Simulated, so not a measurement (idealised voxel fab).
process module | voxel transistor to metal
cross-section cut | 215 nm wide | cells 5 nm
A cross-section is a grid of square cells, given in bands from the top down. A band is one or more rows of cells.
Each band's line starts with the height of the band's top and of its bottom, in nm. Then come its materials from left to right, each with its width in nm. One material with "throughout" fills the band from edge to edge. "air" is empty space.
Height 0 is the level under which the wafer as received is all one material. The lowest band goes on downwards, as in "0 down".
A width such as "30 to 40" changes by the same amount from each row of cells to the next, from the band's top row to its bottom row.
"no change" after a step means that no cell of the cross-section changed.
closed voids: empty space of 8 cells or more with no open way to the top, each as width x height at its distance from the left edge, in nm
after a step's settings: what the simulator itself notes on the step
overlay nm, on a step with a mask: how far to the right of its planned place the mask lay; to the left if negative
plan
1 op RECEIVE | material Si
2 op OXIDIZE | depth nm 5
3 op CONFORMAL_DEP | material SiN | thk nm 15
4 op DIRECTIONAL_DEP | material aC | thk nm 10
5 op PATTERN | tone cover | mask id ACTIVE | material resist | width nm 115 | thk nm 25 | overlay nm 0
6 op DIRECTIONAL_ETCH | etch materials aC | depth nm 10
7 op STRIP | etch materials resist
8 op DIRECTIONAL_ETCH | etch materials SiN | depth nm 15
9 op DIRECTIONAL_ETCH | etch materials SiO2 | depth nm 5
10 op DIRECTIONAL_ETCH | etch materials Si | depth nm 25
11 op STRIP | etch materials aC
12 op OXIDIZE | depth nm 5
13 op FILL_DEP | material SiO2 | thk nm 15
14 op CMP | height nm 15
15 op SELECTIVE_ETCH | etch materials SiO2 | depth nm 15
16 op STRIP | etch materials SiN
17 op SELECTIVE_ETCH | etch materials SiO2 | depth nm 5
18 op OXIDIZE | depth nm 5
19 op DIRECTIONAL_DEP | material polySi | thk nm 20
20 op DIRECTIONAL_DEP | material SiCN | thk nm 10
21 op PATTERN | tone cover | mask id GATE | material resist | width nm 25 | thk nm 20 | overlay nm 0
22 op DIRECTIONAL_ETCH | etch materials SiCN | depth nm 20
23 op DIRECTIONAL_ETCH | etch materials polySi | depth nm 30
24 op STRIP | etch materials resist
25 op CONFORMAL_DEP | material SiN | thk nm 5
26 op DIRECTIONAL_ETCH | etch materials SiN | depth nm 5
27 op DIRECTIONAL_ETCH | etch materials SiO2 | depth nm 5
28 op DIRECTIONAL_ETCH | etch materials Si | depth nm 15
29 op EPI | material SiGe | thk nm 15
30 op FILL_DEP | material SiO2 | thk nm 10
31 op CMP | height nm 15
32 op STRIP | etch materials polySi
33 op SELECTIVE_ETCH | etch materials SiO2 | depth nm 5
34 op CONFORMAL_DEP | material HfO2 | thk nm 5
35 op CONFORMAL_DEP | material TiN | thk nm 5
36 op FILL_DEP | material W | thk nm 10
37 op CMP | height nm 10
38 op DIRECTIONAL_DEP | material SiO2 | thk nm 15
39 op PATTERN | tone open | mask id CONTACT | material resist | width nm 20 | pitch nm 85 | thk nm 20 | overlay nm 0
40 op DIRECTIONAL_ETCH | etch materials SiO2 | depth nm 35
41 op STRIP | etch materials resist
42 op CONFORMAL_DEP | material TiN | thk nm 5
43 op FILL_DEP | material W | thk nm 10
44 op CMP | height nm 25
45 op DIRECTIONAL_DEP | material TiN | thk nm 5
46 op DIRECTIONAL_DEP | material Ru | thk nm 15
47 op PATTERN | tone cover | mask id METAL_1 | material resist | width nm 20 | pitch nm 85 | thk nm 20 | overlay nm 0
48 op DIRECTIONAL_ETCH | etch materials Ru | depth nm 15
49 op DIRECTIONAL_ETCH | etch materials TiN | depth nm 5
50 op STRIP | etch materials resist
51 op CONFORMAL_DEP | material SiCN | thk nm 5
52 op FILL_DEP | material lowk | thk nm 10
53 op CMP | height nm 45
54 op CONFORMAL_DEP | material SiCN | thk nm 5
as received, after step 1
  0 down: Si throughout
  closed voids: none
a wafer at the end: this start, this plan, one mistake
  50 to 45: SiCN throughout
  45 to 40: lowk 50 | SiCN 30 | lowk 55 | SiCN 30 | lowk 50
  40 to 25: lowk 50 | SiCN 5 | Ru 20 | SiCN 5 | lowk 55 | SiCN 5 | Ru 20 | SiCN 5 | lowk 50
  25 to 20: SiCN 55 | TiN 20 | SiCN 65 | TiN 20 | SiCN 55
  20 to 10: SiO2 55 | TiN 5 | W 10 | TiN 5 | SiO2 65 | TiN 5 | W 10 | TiN 5 | SiO2 55
  10 to 5: SiO2 55 | TiN 5 | W 10 | TiN 5 | SiO2 15 | SiN 5 | HfO2 5 | TiN 5 | W 5 | TiN 5 | HfO2 5 | SiN 5 | SiO2 15 | TiN 5 | W 10 | TiN 5 | SiO2 55
  5 to 0: SiO2 55 | TiN 5 | W 10 | TiN 5 | SiGe 15 | SiN 5 | HfO2 5 | TiN 5 | W 5 | TiN 5 | HfO2 5 | SiN 5 | SiGe 15 | TiN 5 | W 10 | TiN 5 | SiO2 55
  0 to -5: SiO2 55 | TiN 5 | W 10 | TiN 5 | SiGe 15 | SiN 5 | HfO2 5 | TiN 15 | HfO2 5 | SiN 5 | SiGe 15 | TiN 5 | W 10 | TiN 5 | SiO2 55
  -5 to -10: SiO2 55 | TiN 20 | SiGe 15 | HfO2 35 | SiGe 15 | TiN 20 | SiO2 55
  -10 to -25: SiO2 55 | SiGe 35 | Si 35 | SiGe 35 | SiO2 55
  -25 to -35: SiO2 55 | Si 105 | SiO2 55
  -35 down: Si throughout
  closed voids: none
what went wrong: step 44 ran as: op CMP | height nm 20
